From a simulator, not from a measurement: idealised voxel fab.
process module | voxel gate over fins
cross-section cut | 270 nm wide | cells 5 nm
A cross-section is a grid of square cells, given in bands from the top down. A band is one or more rows of cells.
Each band's line starts with the height of the band's top and of its bottom, in nm. Then come its materials from left to right, each with its width in nm. One material with "throughout" fills the band from edge to edge. "air" is empty space.
Height 0 is the level under which the wafer as received is all one material. The lowest band goes on downwards, as in "0 down".
A width such as "30 to 40" changes by the same amount from each row of cells to the next, from the band's top row to its bottom row.
"no change" after a step means that no cell of the cross-section changed.
closed voids: empty space of 8 cells or more with no open way to the top, each as width x height at its distance from the left edge, in nm
after a step's settings: what the simulator itself notes on the step
overlay nm, on a step with a mask: how far to the right of its planned place the mask lay; to the left if negative
plan
1 op RECEIVE | material Si
2 op CONFORMAL_DEP | material SiN | thk nm 5
3 op MASKED_ETCH | tone cover | mask id FINS | width nm 15 | pitch nm 55 | etch materials SiN | depth nm 5 | overlay nm 0
4 op MASKED_ETCH | tone cover | mask id FINS | width nm 15 | pitch nm 55 | etch materials Si | depth nm 35 | overlay nm 0
5 op OXIDIZE | depth nm 5
6 op FILL_DEP | material SiO2 | thk nm 15
7 op CMP | height nm 5
8 op PATTERN | tone open | mask id RAIL | material resist | width nm 15 | thk nm 20 | overlay nm 0
9 op DIRECTIONAL_ETCH | etch materials SiO2 | depth nm 35
10 op STRIP | etch materials resist
11 op CONFORMAL_DEP | material TiN | thk nm 5
12 op FILL_DEP | material Ru | thk nm 5
13 op CMP | height nm 5
14 op SELECTIVE_ETCH | etch materials W Ru TiN | depth nm 20
15 op FILL_DEP | material SiO2 | thk nm 5
16 op CMP | height nm 5
17 op SELECTIVE_ETCH | etch materials SiO2 | depth nm 15
18 op STRIP | etch materials SiN
19 op CONFORMAL_DEP | material HfO2 | thk nm 5
20 op CONFORMAL_DEP | material TiN | thk nm 5
21 op FILL_DEP | material W | thk nm 15
22 op CMP | height nm 20
23 op CONFORMAL_DEP | material SiCN | thk nm 5
as received, after step 1
  0 down: Si throughout
  closed voids: none
first wafer at the end, as planned
  25 to 20: SiCN throughout
  20 to 10: W throughout
  10 to 5: W 40 | TiN 25 | W 30 | TiN 25 | W 30 | TiN 25 | W 30 | TiN 25 | W 40
  5 to 0: W 40 | TiN 5 | HfO2 15 | TiN 5 | W 30 | TiN 5 | HfO2 15 | TiN 5 | W 30 | TiN 5 | HfO2 15 | TiN 5 | W 30 | TiN 5 | HfO2 15 | TiN 5 | W 40
  0 to -5: TiN 45 | HfO2 5 | Si 5 | HfO2 5 | TiN 40 | HfO2 5 | Si 5 | HfO2 5 | TiN 40 | HfO2 5 | Si 5 | HfO2 5 | TiN 40 | HfO2 5 | Si 5 | HfO2 5 | TiN 45
  -5 to -10: HfO2 50 | Si 5 | HfO2 50 | Si 5 | HfO2 50 | Si 5 | HfO2 50 | Si 5 | HfO2 50
  -10 to -15: SiO2 50 | Si 5 | SiO2 50 | Si 5 | SiO2 50 | Si 5 | SiO2 50 | Si 5 | SiO2 50
  -15 to -25: SiO2 50 | Si 5 | SiO2 15 | TiN 5 | Ru 5 | TiN 5 | SiO2 20 | Si 5 | SiO2 50 | Si 5 | SiO2 50 | Si 5 | SiO2 50
  -25 to -30: SiO2 50 | Si 5 | SiO2 15 | TiN 15 | SiO2 20 | Si 5 | SiO2 50 | Si 5 | SiO2 50 | Si 5 | SiO2 50
  -30 to -40: SiO2 50 | Si 5 | SiO2 50 | Si 5 | SiO2 50 | Si 5 | SiO2 50 | Si 5 | SiO2 50
  -40 down: Si throughout
  closed voids: none
second wafer at the end: like start, like plan, one mistake
  25 to 20: SiCN throughout
  20 to 15: W 30 | TiN 45 | W 10 | TiN 45 | W 10 | TiN 45 | W 10 | TiN 45 | W 30
  15 to 10: W 30 | TiN 5 | HfO2 35 | TiN 5 | W 10 | TiN 5 | HfO2 35 | TiN 5 | W 10 | TiN 5 | HfO2 35 | TiN 5 | W 10 | TiN 5 | HfO2 35 | TiN 5 | W 30
  10 to 5: TiN 35 | HfO2 35 | TiN 20 | HfO2 35 | TiN 20 | HfO2 35 | TiN 20 | HfO2 35 | TiN 35
  5 to 0: HfO2 throughout
  0 to -10: HfO2 50 | Si 5 | HfO2 50 | Si 5 | HfO2 50 | Si 5 | HfO2 50 | Si 5 | HfO2 50
  -10 to -15: SiO2 50 | Si 5 | SiO2 50 | Si 5 | SiO2 50 | Si 5 | SiO2 50 | Si 5 | SiO2 50
  -15 to -25: SiO2 50 | Si 5 | SiO2 15 | TiN 5 | Ru 5 | TiN 5 | SiO2 20 | Si 5 | SiO2 50 | Si 5 | SiO2 50 | Si 5 | SiO2 50
  -25 to -30: SiO2 50 | Si 5 | SiO2 15 | TiN 15 | SiO2 20 | Si 5 | SiO2 50 | Si 5 | SiO2 50 | Si 5 | SiO2 50
  -30 to -40: SiO2 50 | Si 5 | SiO2 50 | Si 5 | SiO2 50 | Si 5 | SiO2 50 | Si 5 | SiO2 50
  -40 down: Si throughout
  closed voids: none
what went wrong: step 19 ran as: op CONFORMAL_DEP | material HfO2 | thk nm 15
at the end the second wafer has, in cells: 140 more of HfO2 | 140 fewer of W
